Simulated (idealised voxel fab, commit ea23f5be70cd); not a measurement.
process module | voxel double patterning
cross-section cut | 210 nm wide | cells 5 nm
A cross-section is a grid of square cells, given in bands from the top down. A band is one or more rows of cells.
Each band's line starts with the height of the band's top and of its bottom, in nm. Then come its materials from left to right, each with its width in nm. One material with "throughout" fills the band from edge to edge. "air" is empty space.
Height 0 is the level under which the wafer as received is all one material. The lowest band goes on downwards, as in "0 down".
A width such as "30 to 40" changes by the same amount from each row of cells to the next, from the band's top row to its bottom row.
"no change" after a step means that no cell of the cross-section changed.
closed voids: empty space of 8 cells or more with no open way to the top, each as width x height at its distance from the left edge, in nm
after a step's settings: what the simulator itself notes on the step
overlay nm, on a step with a mask: how far to the right of its planned place the mask lay; to the left if negative
plan
1 op RECEIVE | material Si
2 op CONFORMAL_DEP | material SiO2 | thk nm 5
3 op DIRECTIONAL_DEP | material polySi | thk nm 15
4 op DIRECTIONAL_DEP | material SiCN | thk nm 5
5 op PATTERN | tone open | mask id FIRST | material resist | width nm 15 | pitch nm 50 | thk nm 15 | overlay nm 0
6 op DIRECTIONAL_ETCH | etch materials SiCN | depth nm 5
7 op STRIP | etch materials resist
8 op PATTERN | tone open | mask id SECOND | material resist | width nm 15 | pitch nm 50 | thk nm 20 | overlay nm 0
9 op DIRECTIONAL_ETCH | etch materials SiCN | depth nm 5
10 op STRIP | etch materials resist
11 op DIRECTIONAL_ETCH | etch materials polySi | depth nm 15
12 op STRIP | etch materials SiCN
first wafer, as planned
as received, after step 1
  0 down: Si throughout
  closed voids: none
after step 2
  5 to 0: SiO2 throughout
  below 0: unchanged
after step 3
  20 to 5: polySi throughout
  below 5: unchanged
after step 4
  25 to 20: SiCN throughout
  below 20: unchanged
after step 5
  40 to 25: resist 45 | air 15 | resist 35 | air 15 | resist 35 | air 15 | resist 50
  below 25: unchanged
after step 6
  40 to 25: resist 45 | air 15 | resist 35 | air 15 | resist 35 | air 15 | resist 50
  25 to 20: SiCN 45 | air 15 | SiCN 35 | air 15 | SiCN 35 | air 15 | SiCN 50
  below 20: unchanged
after step 7
  25 to 20: SiCN 45 | air 15 | SiCN 35 | air 15 | SiCN 35 | air 15 | SiCN 50
  below 20: unchanged
after step 8
  45 to 25: resist 70 | air 15 | resist 35 | air 15 | resist 75
  25 to 20: SiCN 45 | resist 15 | SiCN 35 | resist 15 | SiCN 35 | resist 15 | SiCN 50
  below 20: unchanged
after step 9
  45 to 25: resist 70 | air 15 | resist 35 | air 15 | resist 75
  25 to 20: SiCN 45 | resist 15 | SiCN 10 | air 15 | SiCN 10 | resist 15 | SiCN 10 | air 15 | SiCN 10 | resist 15 | SiCN 50
  below 20: unchanged
after step 10
  25 to 20: SiCN 45 | air 15 | SiCN 10 | air 15 | SiCN 10 | air 15 | SiCN 10 | air 15 | SiCN 10 | air 15 | SiCN 50
  below 20: unchanged
after step 11
  25 to 20: SiCN 45 | air 15 | SiCN 10 | air 15 | SiCN 10 | air 15 | SiCN 10 | air 15 | SiCN 10 | air 15 | SiCN 50
  20 to 5: polySi 45 | air 15 | polySi 10 | air 15 | polySi 10 | air 15 | polySi 10 | air 15 | polySi 10 | air 15 | polySi 50
  below 5: unchanged
after step 12
  20 to 5: polySi 45 | air 15 | polySi 10 | air 15 | polySi 10 | air 15 | polySi 10 | air 15 | polySi 10 | air 15 | polySi 50
  below 5: unchanged
second wafer: like start, like plan, one mistake. Through step 1 it matches the first wafer
when step 2 should have ended
  15 to 0: polySi throughout
  below 0: unchanged
when step 3 should have ended
  20 to 15: SiO2 throughout
  below 15: unchanged
when step 4 should have ended
  25 to 20: SiCN throughout
  below 20: unchanged
when step 5 should have ended
  40 to 25: resist 45 | air 15 | resist 35 | air 15 | resist 35 | air 15 | resist 50
  below 25: unchanged
when step 6 should have ended
  40 to 25: resist 45 | air 15 | resist 35 | air 15 | resist 35 | air 15 | resist 50
  25 to 20: SiCN 45 | air 15 | SiCN 35 | air 15 | SiCN 35 | air 15 | SiCN 50
  below 20: unchanged
when step 7 should have ended
  25 to 20: SiCN 45 | air 15 | SiCN 35 | air 15 | SiCN 35 | air 15 | SiCN 50
  below 20: unchanged
when step 8 should have ended
  45 to 25: resist 70 | air 15 | resist 35 | air 15 | resist 75
  25 to 20: SiCN 45 | resist 15 | SiCN 35 | resist 15 | SiCN 35 | resist 15 | SiCN 50
  below 20: unchanged
when step 9 should have ended
  45 to 25: resist 70 | air 15 | resist 35 | air 15 | resist 75
  25 to 20: SiCN 45 | resist 15 | SiCN 10 | air 15 | SiCN 10 | resist 15 | SiCN 10 | air 15 | SiCN 10 | resist 15 | SiCN 50
  below 20: unchanged
when step 10 should have ended
  25 to 20: SiCN 45 | air 15 | SiCN 10 | air 15 | SiCN 10 | air 15 | SiCN 10 | air 15 | SiCN 10 | air 15 | SiCN 50
  below 20: unchanged
when step 11 should have ended: no change
when step 12 should have ended
  20 to 15: SiO2 throughout
  below 15: unchanged
what went wrong: steps 2 and 3 were swapped
at the end the second wafer has, in cells: 45 more of polySi
